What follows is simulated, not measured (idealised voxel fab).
Module name: voxel ribs on slabs (process module)
cross-section cut | 285 nm wide | cells 5 nm
A cross-section in this document is a grid of square cells, and it is written down as bands, the top band listed before the ones below it; a band is made up of one or more rows of cells. The band entry comprises the height of the band's top followed by the height of its bottom, expressed in nm, and subsequently the band's materials from left to right, each stated together with its width in nm. Where a single material is marked with the word "full width", that material fills the band from edge to edge. The word "air" represents empty space. The reference from which all heights are counted is 0, the level beneath which the as-received wafer is entirely one material; the lowest band, having no lower bound, proceeds downward and is written after the example "0 and below". Width "30..40": first value at the band's top row of cells, second value at its bottom row, equal change from row to row. Where a step carries "remained the same", the cross-section came out of it unchanged, cell for cell. The label "Closed cavity list" introduces a list of the empty spaces, 8 cells or larger, that have no open way up to the top; each entry in it reads width x height at distance, where the distance is taken from the left edge and all three are stated in nm. Formally, on a step line, whatever follows the settings is a remark that the simulator itself makes on the step. For masked steps, "overlay nm" on the step line gives how far right of plan the mask actually lay; a minus sign means it lay to the left.

**Intended process steps**
step 1: RECEIVE [material Si]
step 2: DIRECTIONAL_DEP [material SiO2] [thk nm 20]
step 3: DIRECTIONAL_DEP [material polySi] [thk nm 25]
step 4: PATTERN [tone cover] [mask id RIB] [material resist] [width nm 30] [thk nm 20] [overlay nm 0]
step 5: DIRECTIONAL_ETCH [etch materials polySi] [depth nm 5]
step 6: STRIP [etch materials resist]
step 7: PATTERN [tone cover] [mask id SLAB] [material resist] [width nm 60] [thk nm 15] [overlay nm 0]
step 8: DIRECTIONAL_ETCH [etch materials polySi] [depth nm 20]
step 9: STRIP [etch materials resist]
step 10: FILL_DEP [material SiO2] [thk nm 30]
step 11: CMP [height nm 65]
step 12: DIRECTIONAL_DEP [material W] [thk nm 10]
step 13: PATTERN [tone cover] [mask id HEATER] [material resist] [width nm 40] [thk nm 15] [overlay nm 0]
step 14: DIRECTIONAL_ETCH [etch materials W] [depth nm 10]
step 15: STRIP [etch materials resist]
step 16: CONFORMAL_DEP [material SiN] [thk nm 5]

**Cross-section of the wafer at receipt, which is the condition after step 1**
> 0 and below: Si full width
> Closed cavity list: none

**Module complete - cross-section of the first of two wafers, run according to plan**
> 80 down to 75: air 115 nm, SiN 50 nm, air 120 nm
> 75 down to 70: air 115 nm, SiN 5 nm, W 40 nm, SiN 5 nm, air 120 nm
> 70 down to 65: SiN 120 nm, W 40 nm, SiN 125 nm
> 65 down to 45: SiO2 full width
> 45 down to 40: SiO2 125 nm, polySi 30 nm, SiO2 130 nm
> 40 down to 20: SiO2 110 nm, polySi 60 nm, SiO2 115 nm
> 20 down to 0: SiO2 full width
> 0 and below: Si full width
> Closed cavity list: none

**Second wafer of the two, sectioned at the end of the module. It began like the first and followed the same plan, but one mistake was made while running it**
> 80 down to 75: air 115 nm, SiN 50 nm, air 120 nm
> 75 down to 70: air 115 nm, SiN 5 nm, W 40 nm, SiN 5 nm, air 120 nm
> 70 down to 65: SiN 120 nm, W 40 nm, SiN 125 nm
> 65 down to 45: W full width
> 45 down to 40: W 125 nm, polySi 30 nm, W 130 nm
> 40 down to 20: W 110 nm, polySi 60 nm, W 115 nm
> 20 down to 0: SiO2 full width
> 0 and below: Si full width
> Closed cavity list: none
What went wrong in running the wafer? step 10 was not run as planned; what actually ran was FILL_DEP [material W] [thk nm 30]
Count the cells at the end and the second wafer has more or fewer of some materials than the first: SiO2: 459 fewer | W: 459 more
